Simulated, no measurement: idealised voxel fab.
process module | voxel gate over fins
cross-section cut | 255 nm wide | cells 5 nm
A cross-section is a grid of square cells, given in bands from the top down. A band is one or more rows of cells.
Each band's line starts with the height of the band's top and of its bottom, in nm. Then come its materials from left to right, each with its width in nm. One material with "throughout" fills the band from edge to edge. "air" is empty space.
Height 0 is the level under which the wafer as received is all one material. The lowest band goes on downwards, as in "0 down".
A width such as "30 to 40" changes by the same amount from each row of cells to the next, from the band's top row to its bottom row.
"no change" after a step means that no cell of the cross-section changed.
closed voids: empty space of 8 cells or more with no open way to the top, each as width x height at its distance from the left edge, in nm
after a step's settings: what the simulator itself notes on the step
overlay nm, on a step with a mask: how far to the right of its planned place the mask lay; to the left if negative
plan
1 op RECEIVE | material Si
2 op CONFORMAL_DEP | material SiN | thk nm 10
3 op DIRECTIONAL_DEP | material aC | thk nm 10
4 op PATTERN | tone cover | mask id FINS | material resist | width nm 15 | pitch nm 50 | thk nm 30 | overlay nm 0
5 op DIRECTIONAL_ETCH | etch materials aC | depth nm 10
6 op STRIP | etch materials resist
7 op DIRECTIONAL_ETCH | etch materials SiN | depth nm 10
8 op DIRECTIONAL_ETCH | etch materials Si | depth nm 35
9 op STRIP | etch materials aC
10 op OXIDIZE | depth nm 5
11 op FILL_DEP | material SiO2 | thk nm 5
12 op CMP | height nm 10
13 op DIRECTIONAL_DEP | material aC | thk nm 15
14 op PATTERN | tone open | mask id RAIL | material resist | width nm 15 | thk nm 35 | overlay nm 0
15 op DIRECTIONAL_ETCH | etch materials aC | depth nm 15
16 op STRIP | etch materials resist
17 op DIRECTIONAL_ETCH | etch materials SiO2 | depth nm 40
18 op STRIP | etch materials aC
19 op CONFORMAL_DEP | material TiN | thk nm 5
20 op FILL_DEP | material Ru | thk nm 10
21 op CMP | height nm 10
22 op SELECTIVE_ETCH | etch materials W Ru TiN | depth nm 35
23 op FILL_DEP | material SiO2 | thk nm 5
24 op CMP | height nm 10
25 op SELECTIVE_ETCH | etch materials SiO2 | depth nm 25
26 op STRIP | etch materials SiN
27 op CONFORMAL_DEP | material HfO2 | thk nm 5
28 op CONFORMAL_DEP | material TiN | thk nm 5
29 op CONFORMAL_DEP | material TiAl | thk nm 5
30 op CONFORMAL_DEP | material TiN | thk nm 5
31 op FILL_DEP | material W | thk nm 10
32 op CMP | height nm 25
33 op CONFORMAL_DEP | material SiCN | thk nm 10
first wafer, as planned
as received, after step 1
  0 down: Si throughout
  closed voids: none
after step 2
  10 to 0: SiN throughout
  below 0: unchanged
after step 3
  20 to 10: aC throughout
  below 10: unchanged
after step 4
  50 to 20: air 70 | resist 15 | air 35 | resist 15 | air 35 | resist 15 | air 70
  below 20: unchanged
after step 5
  40 to 20: air 70 | resist 15 | air 35 | resist 15 | air 35 | resist 15 | air 70
  20 to 10: air 70 | aC 15 | air 35 | aC 15 | air 35 | aC 15 | air 70
  below 10: unchanged
after step 6
  20 to 10: air 70 | aC 15 | air 35 | aC 15 | air 35 | aC 15 | air 70
  below 10: unchanged
after step 7
  20 to 10: air 70 | aC 15 | air 35 | aC 15 | air 35 | aC 15 | air 70
  10 to 0: air 70 | SiN 15 | air 35 | SiN 15 | air 35 | SiN 15 | air 70
  below 0: unchanged
after step 8
  20 to 10: air 70 | aC 15 | air 35 | aC 15 | air 35 | aC 15 | air 70
  10 to 0: air 70 | SiN 15 | air 35 | SiN 15 | air 35 | SiN 15 | air 70
  0 to -35: air 70 | Si 15 | air 35 | Si 15 | air 35 | Si 15 | air 70
  below -35: unchanged
after step 9
  10 to 0: air 70 | SiN 15 | air 35 | SiN 15 | air 35 | SiN 15 | air 70
  below 0: unchanged
after step 10
  10 to 0: air 70 | SiN 15 | air 35 | SiN 15 | air 35 | SiN 15 | air 70
  0 to -35: air 70 | SiO2 5 | Si 5 | SiO2 5 | air 35 | SiO2 5 | Si 5 | SiO2 5 | air 35 | SiO2 5 | Si 5 | SiO2 5 | air 70
  -35 to -40: SiO2 75 | Si 5 | SiO2 45 | Si 5 | SiO2 45 | Si 5 | SiO2 75
  below -40: unchanged
after step 11
  15 to 10: SiO2 throughout
  10 to 0: SiO2 70 | SiN 15 | SiO2 35 | SiN 15 | SiO2 35 | SiN 15 | SiO2 70
  0 to -40: SiO2 75 | Si 5 | SiO2 45 | Si 5 | SiO2 45 | Si 5 | SiO2 75
  below -40: unchanged
after step 12
  10 to 0: SiO2 70 | SiN 15 | SiO2 35 | SiN 15 | SiO2 35 | SiN 15 | SiO2 70
  below 0: unchanged
after step 13
  25 to 10: aC throughout
  below 10: unchanged
after step 14
  60 to 25: resist 95 | air 15 | resist 145
  below 25: unchanged
after step 15
  45 to 25: resist 95 | air 15 | resist 145
  25 to 10: aC 95 | air 15 | aC 145
  below 10: unchanged
after step 16
  25 to 10: aC 95 | air 15 | aC 145
  below 10: unchanged
after step 17
  25 to 10: aC 95 | air 15 | aC 145
  10 to 0: SiO2 70 | SiN 15 | SiO2 10 | air 15 | SiO2 10 | SiN 15 | SiO2 35 | SiN 15 | SiO2 70
  0 to -30: SiO2 75 | Si 5 | SiO2 15 | air 15 | SiO2 15 | Si 5 | SiO2 45 | Si 5 | SiO2 75
  below -30: unchanged
after step 18
  10 to 0: SiO2 70 | SiN 15 | SiO2 10 | air 15 | SiO2 10 | SiN 15 | SiO2 35 | SiN 15 | SiO2 70
  below 0: unchanged
after step 19
  15 to 10: TiN 100 | air 5 | TiN 150
  10 to 0: SiO2 70 | SiN 15 | SiO2 10 | TiN 5 | air 5 | TiN 5 | SiO2 10 | SiN 15 | SiO2 35 | SiN 15 | SiO2 70
  0 to -25: SiO2 75 | Si 5 | SiO2 15 | TiN 5 | air 5 | TiN 5 | SiO2 15 | Si 5 | SiO2 45 | Si 5 | SiO2 75
  -25 to -30: SiO2 75 | Si 5 | SiO2 15 | TiN 15 | SiO2 15 | Si 5 | SiO2 45 | Si 5 | SiO2 75
  below -30: unchanged
after step 20
  25 to 15: Ru throughout
  15 to 10: TiN 100 | Ru 5 | TiN 150
  10 to 0: SiO2 70 | SiN 15 | SiO2 10 | TiN 5 | Ru 5 | TiN 5 | SiO2 10 | SiN 15 | SiO2 35 | SiN 15 | SiO2 70
  0 to -25: SiO2 75 | Si 5 | SiO2 15 | TiN 5 | Ru 5 | TiN 5 | SiO2 15 | Si 5 | SiO2 45 | Si 5 | SiO2 75
  below -25: unchanged
after step 21
  10 to 0: SiO2 70 | SiN 15 | SiO2 10 | TiN 5 | Ru 5 | TiN 5 | SiO2 10 | SiN 15 | SiO2 35 | SiN 15 | SiO2 70
  below 0: unchanged
after step 22
  10 to 0: SiO2 70 | SiN 15 | SiO2 10 | air 15 | SiO2 10 | SiN 15 | SiO2 35 | SiN 15 | SiO2 70
  0 to -25: SiO2 75 | Si 5 | SiO2 15 | air 15 | SiO2 15 | Si 5 | SiO2 45 | Si 5 | SiO2 75
  below -25: unchanged
after step 23
  15 to 10: SiO2 throughout
  10 to 0: SiO2 70 | SiN 15 | SiO2 35 | SiN 15 | SiO2 35 | SiN 15 | SiO2 70
  0 to -25: SiO2 75 | Si 5 | SiO2 45 | Si 5 | SiO2 45 | Si 5 | SiO2 75
  below -25: unchanged
after step 24
  10 to 0: SiO2 70 | SiN 15 | SiO2 35 | SiN 15 | SiO2 35 | SiN 15 | SiO2 70
  below 0: unchanged
after step 25
  10 to 0: air 70 | SiN 15 | air 35 | SiN 15 | air 35 | SiN 15 | air 70
  0 to -15: air 75 | Si 5 | air 45 | Si 5 | air 45 | Si 5 | air 75
  below -15: unchanged
after step 26
  0 to -15: air 75 | Si 5 | air 45 | Si 5 | air 45 | Si 5 | air 75
  below -15: unchanged
after step 27
  5 to 0: air 70 | HfO2 15 | air 35 | HfO2 15 | air 35 | HfO2 15 | air 70
  0 to -10: air 70 | HfO2 5 | Si 5 | HfO2 5 | air 35 | HfO2 5 | Si 5 | HfO2 5 | air 35 | HfO2 5 | Si 5 | HfO2 5 | air 70
  -10 to -15: HfO2 75 | Si 5 | HfO2 45 | Si 5 | HfO2 45 | Si 5 | HfO2 75
  below -15: unchanged
after step 28
  10 to 5: air 65 | TiN 25 | air 25 | TiN 25 | air 25 | TiN 25 | air 65
  5 to 0: air 65 | TiN 5 | HfO2 15 | TiN 5 | air 25 | TiN 5 | HfO2 15 | TiN 5 | air 25 | TiN 5 | HfO2 15 | TiN 5 | air 65
  0 to -5: air 65 | TiN 5 | HfO2 5 | Si 5 | HfO2 5 | TiN 5 | air 25 | TiN 5 | HfO2 5 | Si 5 | HfO2 5 | TiN 5 | air 25 | TiN 5 | HfO2 5 | Si 5 | HfO2 5 | TiN 5 | air 65
  -5 to -10: TiN 70 | HfO2 5 | Si 5 | HfO2 5 | TiN 35 | HfO2 5 | Si 5 | HfO2 5 | TiN 35 | HfO2 5 | Si 5 | HfO2 5 | TiN 70
  below -10: unchanged
after step 29
  15 to 10: air 60 | TiAl 35 | air 15 | TiAl 35 | air 15 | TiAl 35 | air 60
  10 to 5: air 60 | TiAl 5 | TiN 25 | TiAl 5 | air 15 | TiAl 5 | TiN 25 | TiAl 5 | air 15 | TiAl 5 | TiN 25 | TiAl 5 | air 60
  5 to 0: air 60 | TiAl 5 | TiN 5 | HfO2 15 | TiN 5 | TiAl 5 | air 15 | TiAl 5 | TiN 5 | HfO2 15 | TiN 5 | TiAl 5 | air 15 | TiAl 5 | TiN 5 | HfO2 15 | TiN 5 | TiAl 5 | air 60
  0 to -5: TiAl 65 | TiN 5 | HfO2 5 | Si 5 | HfO2 5 | TiN 5 | TiAl 25 | TiN 5 | HfO2 5 | Si 5 | HfO2 5 | TiN 5 | TiAl 25 | TiN 5 | HfO2 5 | Si 5 | HfO2 5 | TiN 5 | TiAl 65
  below -5: unchanged
after step 30
  20 to 15: air 55 | TiN 45 | air 5 | TiN 45 | air 5 | TiN 45 | air 55
  15 to 10: air 55 | TiN 5 | TiAl 35 | TiN 5 | air 5 | TiN 5 | TiAl 35 | TiN 5 | air 5 | TiN 5 | TiAl 35 | TiN 5 | air 55
  10 to 5: air 55 | TiN 5 | TiAl 5 | TiN 25 | TiAl 5 | TiN 5 | air 5 | TiN 5 | TiAl 5 | TiN 25 | TiAl 5 | TiN 5 | air 5 | TiN 5 | TiAl 5 | TiN 25 | TiAl 5 | TiN 5 | air 55
  5 to 0: TiN 60 | TiAl 5 | TiN 5 | HfO2 15 | TiN 5 | TiAl 5 | TiN 15 | TiAl 5 | TiN 5 | HfO2 15 | TiN 5 | TiAl 5 | TiN 15 | TiAl 5 | TiN 5 | HfO2 15 | TiN 5 | TiAl 5 | TiN 60
  below 0: unchanged
after step 31
  30 to 20: W throughout
  20 to 15: W 55 | TiN 45 | W 5 | TiN 45 | W 5 | TiN 45 | W 55
  15 to 10: W 55 | TiN 5 | TiAl 35 | TiN 5 | W 5 | TiN 5 | TiAl 35 | TiN 5 | W 5 | TiN 5 | TiAl 35 | TiN 5 | W 55
  10 to 5: W 55 | TiN 5 | TiAl 5 | TiN 25 | TiAl 5 | TiN 5 | W 5 | TiN 5 | TiAl 5 | TiN 25 | TiAl 5 | TiN 5 | W 5 | TiN 5 | TiAl 5 | TiN 25 | TiAl 5 | TiN 5 | W 55
  below 5: unchanged
after step 32
  25 to 20: W throughout
  below 20: unchanged
after step 33
  35 to 25: SiCN throughout
  below 25: unchanged
second wafer: like start, like plan, one mistake. Through step 13 it matches the first wafer
when step 14 should have ended
  60 to 25: resist 90 | air 25 | resist 140
  below 25: unchanged
when step 15 should have ended
  45 to 25: resist 90 | air 25 | resist 140
  25 to 10: aC 90 | air 25 | aC 140
  below 10: unchanged
when step 16 should have ended
  25 to 10: aC 90 | air 25 | aC 140
  below 10: unchanged
when step 17 should have ended
  25 to 10: aC 90 | air 25 | aC 140
  10 to 0: SiO2 70 | SiN 15 | SiO2 5 | air 25 | SiO2 5 | SiN 15 | SiO2 35 | SiN 15 | SiO2 70
  0 to -30: SiO2 75 | Si 5 | SiO2 10 | air 25 | SiO2 10 | Si 5 | SiO2 45 | Si 5 | SiO2 75
  below -30: unchanged
when step 18 should have ended
  10 to 0: SiO2 70 | SiN 15 | SiO2 5 | air 25 | SiO2 5 | SiN 15 | SiO2 35 | SiN 15 | SiO2 70
  below 0: unchanged
when step 19 should have ended
  15 to 10: TiN 95 | air 15 | TiN 145
  10 to 0: SiO2 70 | SiN 15 | SiO2 5 | TiN 5 | air 15 | TiN 5 | SiO2 5 | SiN 15 | SiO2 35 | SiN 15 | SiO2 70
  0 to -25: SiO2 75 | Si 5 | SiO2 10 | TiN 5 | air 15 | TiN 5 | SiO2 10 | Si 5 | SiO2 45 | Si 5 | SiO2 75
  -25 to -30: SiO2 75 | Si 5 | SiO2 10 | TiN 25 | SiO2 10 | Si 5 | SiO2 45 | Si 5 | SiO2 75
  below -30: unchanged
when step 20 should have ended
  25 to 15: Ru throughout
  15 to 10: TiN 95 | Ru 15 | TiN 145
  10 to 0: SiO2 70 | SiN 15 | SiO2 5 | TiN 5 | Ru 15 | TiN 5 | SiO2 5 | SiN 15 | SiO2 35 | SiN 15 | SiO2 70
  0 to -25: SiO2 75 | Si 5 | SiO2 10 | TiN 5 | Ru 15 | TiN 5 | SiO2 10 | Si 5 | SiO2 45 | Si 5 | SiO2 75
  below -25: unchanged
when step 21 should have ended
  10 to 0: SiO2 70 | SiN 15 | SiO2 5 | TiN 5 | Ru 15 | TiN 5 | SiO2 5 | SiN 15 | SiO2 35 | SiN 15 | SiO2 70
  below 0: unchanged
when step 22 should have ended
  10 to 0: SiO2 70 | SiN 15 | SiO2 5 | air 25 | SiO2 5 | SiN 15 | SiO2 35 | SiN 15 | SiO2 70
  0 to -25: SiO2 75 | Si 5 | SiO2 10 | air 25 | SiO2 10 | Si 5 | SiO2 45 | Si 5 | SiO2 75
  below -25: unchanged
when step 23 should have ended
  15 to 10: SiO2 throughout
  10 to 0: SiO2 70 | SiN 15 | SiO2 35 | SiN 15 | SiO2 35 | SiN 15 | SiO2 70
  0 to -25: SiO2 75 | Si 5 | SiO2 45 | Si 5 | SiO2 45 | Si 5 | SiO2 75
  below -25: unchanged
when step 24 should have ended
  10 to 0: SiO2 70 | SiN 15 | SiO2 35 | SiN 15 | SiO2 35 | SiN 15 | SiO2 70
  below 0: unchanged
when step 25 should have ended
  10 to 0: air 70 | SiN 15 | air 35 | SiN 15 | air 35 | SiN 15 | air 70
  0 to -15: air 75 | Si 5 | air 45 | Si 5 | air 45 | Si 5 | air 75
  below -15: unchanged
when step 26 should have ended
  0 to -15: air 75 | Si 5 | air 45 | Si 5 | air 45 | Si 5 | air 75
  below -15: unchanged
when step 27 should have ended
  5 to 0: air 70 | HfO2 15 | air 35 | HfO2 15 | air 35 | HfO2 15 | air 70
  0 to -10: air 70 | HfO2 5 | Si 5 | HfO2 5 | air 35 | HfO2 5 | Si 5 | HfO2 5 | air 35 | HfO2 5 | Si 5 | HfO2 5 | air 70
  -10 to -15: HfO2 75 | Si 5 | HfO2 45 | Si 5 | HfO2 45 | Si 5 | HfO2 75
  below -15: unchanged
when step 28 should have ended
  10 to 5: air 65 | TiN 25 | air 25 | TiN 25 | air 25 | TiN 25 | air 65
  5 to 0: air 65 | TiN 5 | HfO2 15 | TiN 5 | air 25 | TiN 5 | HfO2 15 | TiN 5 | air 25 | TiN 5 | HfO2 15 | TiN 5 | air 65
  0 to -5: air 65 | TiN 5 | HfO2 5 | Si 5 | HfO2 5 | TiN 5 | air 25 | TiN 5 | HfO2 5 | Si 5 | HfO2 5 | TiN 5 | air 25 | TiN 5 | HfO2 5 | Si 5 | HfO2 5 | TiN 5 | air 65
  -5 to -10: TiN 70 | HfO2 5 | Si 5 | HfO2 5 | TiN 35 | HfO2 5 | Si 5 | HfO2 5 | TiN 35 | HfO2 5 | Si 5 | HfO2 5 | TiN 70
  below -10: unchanged
when step 29 should have ended
  15 to 10: air 60 | TiAl 35 | air 15 | TiAl 35 | air 15 | TiAl 35 | air 60
  10 to 5: air 60 | TiAl 5 | TiN 25 | TiAl 5 | air 15 | TiAl 5 | TiN 25 | TiAl 5 | air 15 | TiAl 5 | TiN 25 | TiAl 5 | air 60
  5 to 0: air 60 | TiAl 5 | TiN 5 | HfO2 15 | TiN 5 | TiAl 5 | air 15 | TiAl 5 | TiN 5 | HfO2 15 | TiN 5 | TiAl 5 | air 15 | TiAl 5 | TiN 5 | HfO2 15 | TiN 5 | TiAl 5 | air 60
  0 to -5: TiAl 65 | TiN 5 | HfO2 5 | Si 5 | HfO2 5 | TiN 5 | TiAl 25 | TiN 5 | HfO2 5 | Si 5 | HfO2 5 | TiN 5 | TiAl 25 | TiN 5 | HfO2 5 | Si 5 | HfO2 5 | TiN 5 | TiAl 65
  below -5: unchanged
when step 30 should have ended
  20 to 15: air 55 | TiN 45 | air 5 | TiN 45 | air 5 | TiN 45 | air 55
  15 to 10: air 55 | TiN 5 | TiAl 35 | TiN 5 | air 5 | TiN 5 | TiAl 35 | TiN 5 | air 5 | TiN 5 | TiAl 35 | TiN 5 | air 55
  10 to 5: air 55 | TiN 5 | TiAl 5 | TiN 25 | TiAl 5 | TiN 5 | air 5 | TiN 5 | TiAl 5 | TiN 25 | TiAl 5 | TiN 5 | air 5 | TiN 5 | TiAl 5 | TiN 25 | TiAl 5 | TiN 5 | air 55
  5 to 0: TiN 60 | TiAl 5 | TiN 5 | HfO2 15 | TiN 5 | TiAl 5 | TiN 15 | TiAl 5 | TiN 5 | HfO2 15 | TiN 5 | TiAl 5 | TiN 15 | TiAl 5 | TiN 5 | HfO2 15 | TiN 5 | TiAl 5 | TiN 60
  below 0: unchanged
when step 31 should have ended
  30 to 20: W throughout
  20 to 15: W 55 | TiN 45 | W 5 | TiN 45 | W 5 | TiN 45 | W 55
  15 to 10: W 55 | TiN 5 | TiAl 35 | TiN 5 | W 5 | TiN 5 | TiAl 35 | TiN 5 | W 5 | TiN 5 | TiAl 35 | TiN 5 | W 55
  10 to 5: W 55 | TiN 5 | TiAl 5 | TiN 25 | TiAl 5 | TiN 5 | W 5 | TiN 5 | TiAl 5 | TiN 25 | TiAl 5 | TiN 5 | W 5 | TiN 5 | TiAl 5 | TiN 25 | TiAl 5 | TiN 5 | W 55
  below 5: unchanged
when step 32 should have ended
  25 to 20: W throughout
  below 20: unchanged
when step 33 should have ended
  35 to 25: SiCN throughout
  below 25: unchanged
what went wrong: step 14 ran as: op PATTERN | tone open | mask id RAIL | material resist | width nm 25 | thk nm 35 | overlay nm 0
at the end the second wafer has, in cells: 2 fewer of SiO2 | 2 more of TiN
